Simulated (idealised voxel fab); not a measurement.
The process module that follows is named voxel wiring stack.
Shown is cross-section cut, with a width of 265 nm and square cells of size 5 nm.
Cross-section = grid of square cells, listed top down in bands; band = one or more rows.
Top height, bottom height, nm. Materials left to right, width each, nm. Single material + "edge to edge" = fills band edge to edge. "air" = empty.
Counting heights begins at 0, where everything beneath is, in the wafer as received, one material. The lowest band has no bottom; it goes on downwards, as "0..down" shows.
It should be noted that a width expressed as "30..40" varies in equal increments from row to row of cells within the band, taking the value of the first number at the top row and that of the second number at the bottom row.
Step marked "remained the same"? Then no cell in the cross-section changed in it.
The entry titled "Sealed voids" provides the empty spaces that have no open way to the top, restricted to those of 8 cells or more. Each is presented as width x height at distance, the distance being measured from the left edge, with all three in nm.
Anything after a step's settings on that line? It's the simulator's own note about the step.
overlay nm: how far to the right of its planned place the mask lay on this masked step (negative: to the left).
**plan**
- 1: RECEIVE: material Si
- 2: CONFORMAL_DEP: material SiO2, thk nm 10
- 3: CONFORMAL_DEP: material SiN, thk nm 5
- 4: DIRECTIONAL_DEP: material lowk, thk nm 15
- 5: PATTERN: tone open, mask id METAL_1, material resist, width nm 30, pitch nm 60, thk nm 20, overlay nm 0
- 6: DIRECTIONAL_ETCH: etch materials lowk, depth nm 15
- 7: DIRECTIONAL_ETCH: etch materials SiN, depth nm 5
- 8: STRIP: etch materials resist
- 9: CONFORMAL_DEP: material TiN, thk nm 5
- 10: FILL_DEP: material Cu, thk nm 10
- 11: CMP: height nm 30
- 12: CONFORMAL_DEP: material SiCN, thk nm 5
- 13: DIRECTIONAL_DEP: material lowk, thk nm 25
- 14: DIRECTIONAL_DEP: material aC, thk nm 10
- 15: PATTERN: tone open, mask id METAL_2, material resist, width nm 30, pitch nm 60, thk nm 30, overlay nm 0
- 16: DIRECTIONAL_ETCH: etch materials aC, depth nm 10
- 17: STRIP: etch materials resist
- 18: DIRECTIONAL_ETCH: etch materials lowk, depth nm 15
- 19: STRIP: etch materials aC
- 20: DIRECTIONAL_DEP: material aC, thk nm 10
- 21: PATTERN: tone open, mask id METAL_2_HOLES, material resist, width nm 15, thk nm 30, overlay nm 0
- 22: DIRECTIONAL_ETCH: etch materials aC, depth nm 10
- 23: STRIP: etch materials resist
- 24: DIRECTIONAL_ETCH: etch materials lowk, depth nm 10
- 25: DIRECTIONAL_ETCH: etch materials SiCN, depth nm 5
- 26: STRIP: etch materials aC
- 27: CONFORMAL_DEP: material TiN, thk nm 5
- 28: FILL_DEP: material Cu, thk nm 5
- 29: CMP: height nm 60
- 30: CONFORMAL_DEP: material SiN, thk nm 5
**First of two wafers, with the run carried out as planned**
**The cross-section here shows the wafer as received, i.e. in its state after step 1**
0..down: Si edge to edge
Sealed voids: none
**Sectional view: wafer, after step 2**
10..0: SiO2 edge to edge
Below 0, the layers are the same as they were.
**Sectional view: wafer, after step 3**
15..10: SiN edge to edge
Below 10, the layers are the same as they were.
**Sectional view: wafer, after step 4**
30..15: lowk edge to edge
Below 15, the layers are the same as they were.
**Sectional view: wafer, after step 5**
50..30: resist 85 nm | air 30 nm | resist 30 nm | air 30 nm | resist 90 nm
Below 30, the layers are the same as they were.
**Sectional view: wafer, after step 6**
50..30: resist 85 nm | air 30 nm | resist 30 nm | air 30 nm | resist 90 nm
30..15: lowk 85 nm | air 30 nm | lowk 30 nm | air 30 nm | lowk 90 nm
Below 15, the layers are the same as they were.
**Sectional view: wafer, after step 7**
50..30: resist 85 nm | air 30 nm | resist 30 nm | air 30 nm | resist 90 nm
30..15: lowk 85 nm | air 30 nm | lowk 30 nm | air 30 nm | lowk 90 nm
15..10: SiN 85 nm | air 30 nm | SiN 30 nm | air 30 nm | SiN 90 nm
Below 10, the layers are the same as they were.
**Sectional view: wafer, after step 8**
30..15: lowk 85 nm | air 30 nm | lowk 30 nm | air 30 nm | lowk 90 nm
Below 15, the layers are the same as they were.
**Sectional view: wafer, after step 9**
35..30: TiN 90 nm | air 20 nm | TiN 40 nm | air 20 nm | TiN 95 nm
30..15: lowk 85 nm | TiN 5 nm | air 20 nm | TiN 5 nm | lowk 30 nm | TiN 5 nm | air 20 nm | TiN 5 nm | lowk 90 nm
15..10: SiN 85 nm | TiN 30 nm | SiN 30 nm | TiN 30 nm | SiN 90 nm
Below 10, the layers are the same as they were.
**Sectional view: wafer, after step 10**
45..35: Cu edge to edge
35..30: TiN 90 nm | Cu 20 nm | TiN 40 nm | Cu 20 nm | TiN 95 nm
30..15: lowk 85 nm | TiN 5 nm | Cu 20 nm | TiN 5 nm | lowk 30 nm | TiN 5 nm | Cu 20 nm | TiN 5 nm | lowk 90 nm
Below 15, the layers are the same as they were.
**Sectional view: wafer, after step 11**
30..15: lowk 85 nm | TiN 5 nm | Cu 20 nm | TiN 5 nm | lowk 30 nm | TiN 5 nm | Cu 20 nm | TiN 5 nm | lowk 90 nm
Below 15, the layers are the same as they were.
**Sectional view: wafer, after step 12**
35..30: SiCN edge to edge
Below 30, the layers are the same as they were.
**Sectional view: wafer, after step 13**
60..35: lowk edge to edge
Below 35, the layers are the same as they were.
**Sectional view: wafer, after step 14**
70..60: aC edge to edge
Below 60, the layers are the same as they were.
**Sectional view: wafer, after step 15**
100..70: resist 85 nm | air 30 nm | resist 30 nm | air 30 nm | resist 90 nm
Below 70, the layers are the same as they were.
**Sectional view: wafer, after step 16**
90..70: resist 85 nm | air 30 nm | resist 30 nm | air 30 nm | resist 90 nm
70..60: aC 85 nm | air 30 nm | aC 30 nm | air 30 nm | aC 90 nm
Below 60, the layers are the same as they were.
**Sectional view: wafer, after step 17**
70..60: aC 85 nm | air 30 nm | aC 30 nm | air 30 nm | aC 90 nm
Below 60, the layers are the same as they were.
**Sectional view: wafer, after step 18**
70..60: aC 85 nm | air 30 nm | aC 30 nm | air 30 nm | aC 90 nm
60..45: lowk 85 nm | air 30 nm | lowk 30 nm | air 30 nm | lowk 90 nm
Below 45, the layers are the same as they were.
**Sectional view: wafer, after step 19**
60..45: lowk 85 nm | air 30 nm | lowk 30 nm | air 30 nm | lowk 90 nm
Below 45, the layers are the same as they were.
**Sectional view: wafer, after step 20**
70..60: aC 85 nm | air 30 nm | aC 30 nm | air 30 nm | aC 90 nm
60..55: lowk 85 nm | air 30 nm | lowk 30 nm | air 30 nm | lowk 90 nm
55..45: lowk 85 nm | aC 30 nm | lowk 30 nm | aC 30 nm | lowk 90 nm
Below 45, the layers are the same as they were.
**Sectional view: wafer, after step 21**
100..70: resist 85 nm | air 15 nm | resist 165 nm
70..60: aC 85 nm | air 15 nm | resist 15 nm | aC 30 nm | resist 30 nm | aC 90 nm
60..55: lowk 85 nm | air 15 nm | resist 15 nm | lowk 30 nm | resist 30 nm | lowk 90 nm
Below 55, the layers are the same as they were.
**Sectional view: wafer, after step 22**
90..70: resist 85 nm | air 15 nm | resist 165 nm
70..60: aC 85 nm | air 15 nm | resist 15 nm | aC 30 nm | resist 30 nm | aC 90 nm
60..55: lowk 85 nm | air 15 nm | resist 15 nm | lowk 30 nm | resist 30 nm | lowk 90 nm
55..45: lowk 85 nm | air 15 nm | aC 15 nm | lowk 30 nm | aC 30 nm | lowk 90 nm
Below 45, the layers are the same as they were.
**Sectional view: wafer, after step 23**
70..60: aC 85 nm | air 30 nm | aC 30 nm | air 30 nm | aC 90 nm
60..55: lowk 85 nm | air 30 nm | lowk 30 nm | air 30 nm | lowk 90 nm
Below 55, the layers are the same as they were.
**Sectional view: wafer, after step 24**
70..60: aC 85 nm | air 30 nm | aC 30 nm | air 30 nm | aC 90 nm
60..55: lowk 85 nm | air 30 nm | lowk 30 nm | air 30 nm | lowk 90 nm
55..45: lowk 85 nm | air 15 nm | aC 15 nm | lowk 30 nm | aC 30 nm | lowk 90 nm
45..35: lowk 85 nm | air 15 nm | lowk 165 nm
Below 35, the layers are the same as they were.
**Sectional view: wafer, after step 25**
70..60: aC 85 nm | air 30 nm | aC 30 nm | air 30 nm | aC 90 nm
60..55: lowk 85 nm | air 30 nm | lowk 30 nm | air 30 nm | lowk 90 nm
55..45: lowk 85 nm | air 15 nm | aC 15 nm | lowk 30 nm | aC 30 nm | lowk 90 nm
45..35: lowk 85 nm | air 15 nm | lowk 165 nm
35..30: SiCN 85 nm | air 15 nm | SiCN 165 nm
Below 30, the layers are the same as they were.
**Sectional view: wafer, after step 26**
60..45: lowk 85 nm | air 30 nm | lowk 30 nm | air 30 nm | lowk 90 nm
Below 45, the layers are the same as they were.
**Sectional view: wafer, after step 27**
65..60: TiN 90 nm | air 20 nm | TiN 40 nm | air 20 nm | TiN 95 nm
60..50: lowk 85 nm | TiN 5 nm | air 20 nm | TiN 5 nm | lowk 30 nm | TiN 5 nm | air 20 nm | TiN 5 nm | lowk 90 nm
50..45: lowk 85 nm | TiN 5 nm | air 5 nm | TiN 20 nm | lowk 30 nm | TiN 30 nm | lowk 90 nm
45..35: lowk 85 nm | TiN 5 nm | air 5 nm | TiN 5 nm | lowk 165 nm
35..30: SiCN 85 nm | TiN 15 nm | SiCN 165 nm
Below 30, the layers are the same as they were.
**Sectional view: wafer, after step 28**
70..65: Cu edge to edge
65..60: TiN 90 nm | Cu 20 nm | TiN 40 nm | Cu 20 nm | TiN 95 nm
60..50: lowk 85 nm | TiN 5 nm | Cu 20 nm | TiN 5 nm | lowk 30 nm | TiN 5 nm | Cu 20 nm | TiN 5 nm | lowk 90 nm
50..45: lowk 85 nm | TiN 5 nm | Cu 5 nm | TiN 20 nm | lowk 30 nm | TiN 30 nm | lowk 90 nm
45..35: lowk 85 nm | TiN 5 nm | Cu 5 nm | TiN 5 nm | lowk 165 nm
Below 35, the layers are the same as they were.
**Sectional view: wafer, after step 29**
60..50: lowk 85 nm | TiN 5 nm | Cu 20 nm | TiN 5 nm | lowk 30 nm | TiN 5 nm | Cu 20 nm | TiN 5 nm | lowk 90 nm
Below 50, the layers are the same as they were.
**Sectional view: wafer, after step 30**
65..60: SiN edge to edge
Below 60, the layers are the same as they were.
**Second wafer. Start and plan as for the first. One mistake made in running. Agrees with the first up to and including step 4**
**Cross-section of the second wafer corresponding to the planned conclusion of step 5**
50..30: resist 80 nm | air 30 nm | resist 30 nm | air 30 nm | resist 95 nm
Below 30, the layers are the same as they were.
**Cross-section of the second wafer corresponding to the planned conclusion of step 6**
50..30: resist 80 nm | air 30 nm | resist 30 nm | air 30 nm | resist 95 nm
30..15: lowk 80 nm | air 30 nm | lowk 30 nm | air 30 nm | lowk 95 nm
Below 15, the layers are the same as they were.
**Cross-section of the second wafer corresponding to the planned conclusion of step 7**
50..30: resist 80 nm | air 30 nm | resist 30 nm | air 30 nm | resist 95 nm
30..15: lowk 80 nm | air 30 nm | lowk 30 nm | air 30 nm | lowk 95 nm
15..10: SiN 80 nm | air 30 nm | SiN 30 nm | air 30 nm | SiN 95 nm
Below 10, the layers are the same as they were.
**Cross-section of the second wafer corresponding to the planned conclusion of step 8**
30..15: lowk 80 nm | air 30 nm | lowk 30 nm | air 30 nm | lowk 95 nm
Below 15, the layers are the same as they were.
**Cross-section of the second wafer corresponding to the planned conclusion of step 9**
35..30: TiN 85 nm | air 20 nm | TiN 40 nm | air 20 nm | TiN 100 nm
30..15: lowk 80 nm | TiN 5 nm | air 20 nm | TiN 5 nm | lowk 30 nm | TiN 5 nm | air 20 nm | TiN 5 nm | lowk 95 nm
15..10: SiN 80 nm | TiN 30 nm | SiN 30 nm | TiN 30 nm | SiN 95 nm
Below 10, the layers are the same as they were.
**Cross-section of the second wafer corresponding to the planned conclusion of step 10**
45..35: Cu edge to edge
35..30: TiN 85 nm | Cu 20 nm | TiN 40 nm | Cu 20 nm | TiN 100 nm
30..15: lowk 80 nm | TiN 5 nm | Cu 20 nm | TiN 5 nm | lowk 30 nm | TiN 5 nm | Cu 20 nm | TiN 5 nm | lowk 95 nm
Below 15, the layers are the same as they were.
**Cross-section of the second wafer corresponding to the planned conclusion of step 11**
30..15: lowk 80 nm | TiN 5 nm | Cu 20 nm | TiN 5 nm | lowk 30 nm | TiN 5 nm | Cu 20 nm | TiN 5 nm | lowk 95 nm
Below 15, the layers are the same as they were.
**Cross-section of the second wafer corresponding to the planned conclusion of step 12**
35..30: SiCN edge to edge
Below 30, the layers are the same as they were.
**Cross-section of the second wafer corresponding to the planned conclusion of step 13**
60..35: lowk edge to edge
Below 35, the layers are the same as they were.
**Cross-section of the second wafer corresponding to the planned conclusion of step 14**
70..60: aC edge to edge
Below 60, the layers are the same as they were.
**Cross-section of the second wafer corresponding to the planned conclusion of step 15**
100..70: resist 85 nm | air 30 nm | resist 30 nm | air 30 nm | resist 90 nm
Below 70, the layers are the same as they were.
**Cross-section of the second wafer corresponding to the planned conclusion of step 16**
90..70: resist 85 nm | air 30 nm | resist 30 nm | air 30 nm | resist 90 nm
70..60: aC 85 nm | air 30 nm | aC 30 nm | air 30 nm | aC 90 nm
Below 60, the layers are the same as they were.
**Cross-section of the second wafer corresponding to the planned conclusion of step 17**
70..60: aC 85 nm | air 30 nm | aC 30 nm | air 30 nm | aC 90 nm
Below 60, the layers are the same as they were.
**Cross-section of the second wafer corresponding to the planned conclusion of step 18**
70..60: aC 85 nm | air 30 nm | aC 30 nm | air 30 nm | aC 90 nm
60..45: lowk 85 nm | air 30 nm | lowk 30 nm | air 30 nm | lowk 90 nm
Below 45, the layers are the same as they were.
**Cross-section of the second wafer corresponding to the planned conclusion of step 19**
60..45: lowk 85 nm | air 30 nm | lowk 30 nm | air 30 nm | lowk 90 nm
Below 45, the layers are the same as they were.
**Cross-section of the second wafer corresponding to the planned conclusion of step 20**
70..60: aC 85 nm | air 30 nm | aC 30 nm | air 30 nm | aC 90 nm
60..55: lowk 85 nm | air 30 nm | lowk 30 nm | air 30 nm | lowk 90 nm
55..45: lowk 85 nm | aC 30 nm | lowk 30 nm | aC 30 nm | lowk 90 nm
Below 45, the layers are the same as they were.
**Cross-section of the second wafer corresponding to the planned conclusion of step 21**
100..70: resist 85 nm | air 15 nm | resist 165 nm
70..60: aC 85 nm | air 15 nm | resist 15 nm | aC 30 nm | resist 30 nm | aC 90 nm
60..55: lowk 85 nm | air 15 nm | resist 15 nm | lowk 30 nm | resist 30 nm | lowk 90 nm
Below 55, the layers are the same as they were.
**Cross-section of the second wafer corresponding to the planned conclusion of step 22**
90..70: resist 85 nm | air 15 nm | resist 165 nm
70..60: aC 85 nm | air 15 nm | resist 15 nm | aC 30 nm | resist 30 nm | aC 90 nm
60..55: lowk 85 nm | air 15 nm | resist 15 nm | lowk 30 nm | resist 30 nm | lowk 90 nm
55..45: lowk 85 nm | air 15 nm | aC 15 nm | lowk 30 nm | aC 30 nm | lowk 90 nm
Below 45, the layers are the same as they were.
**Cross-section of the second wafer corresponding to the planned conclusion of step 23**
70..60: aC 85 nm | air 30 nm | aC 30 nm | air 30 nm | aC 90 nm
60..55: lowk 85 nm | air 30 nm | lowk 30 nm | air 30 nm | lowk 90 nm
Below 55, the layers are the same as they were.
**Cross-section of the second wafer corresponding to the planned conclusion of step 24**
70..60: aC 85 nm | air 30 nm | aC 30 nm | air 30 nm | aC 90 nm
60..55: lowk 85 nm | air 30 nm | lowk 30 nm | air 30 nm | lowk 90 nm
55..45: lowk 85 nm | air 15 nm | aC 15 nm | lowk 30 nm | aC 30 nm | lowk 90 nm
45..35: lowk 85 nm | air 15 nm | lowk 165 nm
Below 35, the layers are the same as they were.
**Cross-section of the second wafer corresponding to the planned conclusion of step 25**
70..60: aC 85 nm | air 30 nm | aC 30 nm | air 30 nm | aC 90 nm
60..55: lowk 85 nm | air 30 nm | lowk 30 nm | air 30 nm | lowk 90 nm
55..45: lowk 85 nm | air 15 nm | aC 15 nm | lowk 30 nm | aC 30 nm | lowk 90 nm
45..35: lowk 85 nm | air 15 nm | lowk 165 nm
35..30: SiCN 85 nm | air 15 nm | SiCN 165 nm
Below 30, the layers are the same as they were.
**Cross-section of the second wafer corresponding to the planned conclusion of step 26**
60..45: lowk 85 nm | air 30 nm | lowk 30 nm | air 30 nm | lowk 90 nm
Below 45, the layers are the same as they were.
**Cross-section of the second wafer corresponding to the planned conclusion of step 27**
65..60: TiN 90 nm | air 20 nm | TiN 40 nm | air 20 nm | TiN 95 nm
60..50: lowk 85 nm | TiN 5 nm | air 20 nm | TiN 5 nm | lowk 30 nm | TiN 5 nm | air 20 nm | TiN 5 nm | lowk 90 nm
50..45: lowk 85 nm | TiN 5 nm | air 5 nm | TiN 20 nm | lowk 30 nm | TiN 30 nm | lowk 90 nm
45..35: lowk 85 nm | TiN 5 nm | air 5 nm | TiN 5 nm | lowk 165 nm
35..30: SiCN 85 nm | TiN 15 nm | SiCN 165 nm
Below 30, the layers are the same as they were.
**Cross-section of the second wafer corresponding to the planned conclusion of step 28**
70..65: Cu edge to edge
65..60: TiN 90 nm | Cu 20 nm | TiN 40 nm | Cu 20 nm | TiN 95 nm
60..50: lowk 85 nm | TiN 5 nm | Cu 20 nm | TiN 5 nm | lowk 30 nm | TiN 5 nm | Cu 20 nm | TiN 5 nm | lowk 90 nm
50..45: lowk 85 nm | TiN 5 nm | Cu 5 nm | TiN 20 nm | lowk 30 nm | TiN 30 nm | lowk 90 nm
45..35: lowk 85 nm | TiN 5 nm | Cu 5 nm | TiN 5 nm | lowk 165 nm
Below 35, the layers are the same as they were.
**Cross-section of the second wafer corresponding to the planned conclusion of step 29**
60..50: lowk 85 nm | TiN 5 nm | Cu 20 nm | TiN 5 nm | lowk 30 nm | TiN 5 nm | Cu 20 nm | TiN 5 nm | lowk 90 nm
Below 50, the layers are the same as they were.
**Cross-section of the second wafer corresponding to the planned conclusion of step 30**
65..60: SiN edge to edge
Below 60, the layers are the same as they were.
Nonconformance to the process plan: step 5, actual vs plan mismatch, actual run PATTERN: tone open, mask id METAL_1, material resist, width nm 30, pitch nm 60, thk nm 20, overlay nm -5
Upon completion, the cell count for each material on the second wafer equals that on the first, whereas the spatial distribution of those cells differs.
